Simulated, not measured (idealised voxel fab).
Process module, titled voxel capacitor over wiring
Displayed cross-section: cut, width of 145 nm, square cells sized 5 nm.
Square cells in a grid make up a cross-section in this document, and the grid is given as bands, listed from the top down, each one or more rows of cells. Top, bottom (nm), then materials left to right with widths (nm); lone material tagged "full width" fills the whole band edge to edge; "empty" = empty space. Measure heights from 0. That's the level where, below it, the as-received wafer is all one material. The lowest band is bottomless and extends downward; write it as in "z 0 and below". Quick explanation for "30 to 40": the width changes in equal steps down the rows of cells, from the first number in the band's top row to the second number in its bottom row. It should be understood that the words "remained unchanged", when stated for a given step, signify that the cross-section underwent no change in any of its cells during that step. Empty spaces counting at least 8 cells and having no open way to the top are listed in "Entrapped voids". The notation width x height at distance is used for each, the distance being from the left edge and all three values in nm. Heads up: the bit after the settings on a step's line is the simulator's remark on that step. A step's line can hold "overlay nm"; with a mask on that step, the setting says how far right of the planned place the mask lay, while a negative setting says it lay to the left.
### Listed below are the process steps as planned
1. op RECEIVE | material Si
2. op CONFORMAL_DEP | material SiO2 | thk nm 10
3. op CONFORMAL_DEP | material SiN | thk nm 5
4. op DIRECTIONAL_DEP | material SiO2 | thk nm 15
5. op MASKED_ETCH | tone open | mask id METAL_1 | width nm 20 | pitch nm 85 | etch materials SiO2 | depth nm 15 | overlay nm 0
6. op MASKED_ETCH | tone open | mask id METAL_1 | width nm 20 | pitch nm 85 | etch materials SiN | depth nm 5 | overlay nm 0
7. op CONFORMAL_DEP | material TiN | thk nm 5
8. op FILL_DEP | material W | thk nm 10
9. op CMP | height nm 30
10. op CONFORMAL_DEP | material SiCN | thk nm 5
11. op DIRECTIONAL_DEP | material SiO2 | thk nm 20
12. op DIRECTIONAL_DEP | material aC | thk nm 10
13. op PATTERN | tone open | mask id PLUG_1 | material resist | width nm 15 | thk nm 25 | overlay nm 0
14. op DIRECTIONAL_ETCH | etch materials aC | depth nm 10
15. op STRIP | etch materials resist
16. op DIRECTIONAL_ETCH | etch materials SiO2 | depth nm 20
17. op DIRECTIONAL_ETCH | etch materials SiCN | depth nm 5
18. op STRIP | etch materials aC
19. op EPI | material Ru | thk nm 10
20. op EPI | material Ru | thk nm 10
21. op EPI | material Ru | thk nm 5
22. op DIRECTIONAL_DEP | material TiN | thk nm 5
23. op DIRECTIONAL_DEP | material SiN | thk nm 5
24. op DIRECTIONAL_DEP | material TiN | thk nm 10
25. op MASKED_ETCH | tone cover | mask id UPPER_PLATE | width nm 70 | etch materials TiN | depth nm 10 | overlay nm 0
26. op MASKED_ETCH | tone cover | mask id UPPER_PLATE | width nm 70 | etch materials SiN | depth nm 5 | overlay nm 0
27. op DIRECTIONAL_DEP | material aC | thk nm 15
28. op PATTERN | tone cover | mask id LOWER_PLATE | material resist | width nm 80 | thk nm 35 | overlay nm 0
29. op DIRECTIONAL_ETCH | etch materials aC | depth nm 15
30. op STRIP | etch materials resist
31. op DIRECTIONAL_ETCH | etch materials TiN | depth nm 5
32. op STRIP | etch materials aC
33. op FILL_DEP | material SiO2 | thk nm 15
34. op CMP | height nm 85
35. op MASKED_ETCH | tone open | mask id PLUG_2 | width nm 15 | etch materials SiO2 | depth nm 10 | overlay nm 0
36. op CONFORMAL_DEP | material TiN | thk nm 5
37. op FILL_DEP | material Cu | thk nm 5
38. op CMP | height nm 85
39. op CONFORMAL_DEP | material SiCN | thk nm 5
### Cross-section: wafer on arrival = after step 1
> z 0 and below  Si full width
> Entrapped voids: none
### The first of two wafers, cross-sectioned at the end of the module, with the run proceeding as planned
> z 90 to 85  SiCN full width
> z 85 to 80  35 nm SiO2 | 5 nm TiN | 5 nm Cu | 5 nm TiN | 95 nm SiO2
> z 80 to 75  35 nm SiO2 | 15 nm TiN | 95 nm SiO2
> z 75 to 65  25 nm SiO2 | 70 nm TiN | 50 nm SiO2
> z 65 to 60  25 nm SiO2 | 70 nm SiN | 50 nm SiO2
> z 60 to 55  20 nm SiO2 | 80 nm TiN | 45 nm SiO2
> z 55 to 35  25 nm SiO2 | 15 nm Ru | 105 nm SiO2
> z 35 to 30  25 nm SiCN | 15 nm Ru | 105 nm SiCN
> z 30 to 15  20 nm SiO2 | 5 nm TiN | 10 nm W | 5 nm TiN | 65 nm SiO2 | 5 nm TiN | 10 nm W | 5 nm TiN | 20 nm SiO2
> z 15 to 10  20 nm SiN | 20 nm TiN | 65 nm SiN | 20 nm TiN | 20 nm SiN
> z 10 to 0  SiO2 full width
> z 0 and below  Si full width
> Entrapped voids: none
### Second of two wafers, module complete, sectioned: it shares the first wafer's start and plan but was run with one mistake
> z 90 to 85  SiCN full width
> z 85 to 80  35 nm SiO2 | 5 nm TiN | 5 nm Cu | 5 nm TiN | 95 nm SiO2
> z 80 to 75  35 nm SiO2 | 15 nm TiN | 95 nm SiO2
> z 75 to 65  40 nm SiO2 | 55 nm TiN | 50 nm SiO2
> z 65 to 60  40 nm SiO2 | 55 nm SiN | 50 nm SiO2
> z 60 to 55  20 nm SiO2 | 5 nm TiN | 15 nm SiO2 | 60 nm TiN | 45 nm SiO2
> z 55 to 50  SiO2 full width
> z 50 to 40  25 nm SiO2 | 15 nm TiN | 105 nm SiO2
> z 40 to 35  25 nm SiO2 | 15 nm SiN | 105 nm SiO2
> z 35 to 30  25 nm SiCN | 15 nm TiN | 105 nm SiCN
> z 30 to 20  15 nm W | 5 nm TiN | 20 nm SiO2 | 5 nm TiN | 55 nm W | 5 nm TiN | 20 nm SiO2 | 5 nm TiN | 15 nm W
> z 20 to 15  20 nm TiN | 20 nm SiO2 | 65 nm TiN | 20 nm SiO2 | 20 nm TiN
> z 15 to 10  SiN full width
> z 10 to 0  SiO2 full width
> z 0 and below  Si full width
> Entrapped voids: none
What broke from the plan during processing? step 5 went in with a setting other than planned; the actual run was op MASKED_ETCH | tone cover | mask id METAL_1 | width nm 20 | pitch nm 85 | etch materials SiO2 | depth nm 15 | overlay nm 0
Upon completion, the second wafer contains, in terms of cells, a greater or smaller amount of certain materials than the first wafer: Ru -15; SiN +8; SiO2 -24; TiN +9; W +22
